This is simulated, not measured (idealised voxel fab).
process module | voxel tone inversion
cross-section cut | 295 nm wide | cells 5 nm
A cross-section is a grid of square cells, given in bands from the top down. A band is one or more rows of cells.
Each band's line starts with the height of the band's top and of its bottom, in nm. Then come its materials from left to right, each with its width in nm. One material with "throughout" fills the band from edge to edge. "air" is empty space.
Height 0 is the level under which the wafer as received is all one material. The lowest band goes on downwards, as in "0 down".
A width such as "30 to 40" changes by the same amount from each row of cells to the next, from the band's top row to its bottom row.
"no change" after a step means that no cell of the cross-section changed.
closed voids: empty space of 8 cells or more with no open way to the top, each as width x height at its distance from the left edge, in nm
after a step's settings: what the simulator itself notes on the step
overlay nm, on a step with a mask: how far to the right of its planned place the mask lay; to the left if negative
plan
1 op RECEIVE | material Si
2 op CONFORMAL_DEP | material SiN | thk nm 5
3 op DIRECTIONAL_DEP | material aC | thk nm 20
4 op PATTERN | tone cover | mask id POSTS | material resist | width nm 25 | pitch nm 50 | thk nm 30 | overlay nm 0
5 op DIRECTIONAL_ETCH | etch materials aC | depth nm 20
6 op STRIP | etch materials resist
7 op FILL_DEP | material SiO2 | thk nm 5
8 op CMP | height nm 25
9 op STRIP | etch materials aC
as received, after step 1
  0 down: Si throughout
  closed voids: none
first wafer at the end, as planned
  25 to 5: SiO2 60 | air 25 | SiO2 25 | air 25 | SiO2 25 | air 25 | SiO2 25 | air 25 | SiO2 60
  5 to 0: SiN throughout
  0 down: Si throughout
  closed voids: none
second wafer at the end: like start, like plan, one mistake
  25 to 20: SiO2 throughout
  20 to 0: SiO2 60 | aC 25 | SiO2 25 | aC 25 | SiO2 25 | aC 25 | SiO2 25 | aC 25 | SiO2 60
  0 down: Si throughout
  closed voids: none
what went wrong: step 2 was left out
at the end the second wafer has, in cells: 59 fewer of SiN | 59 more of SiO2 | 80 more of aC
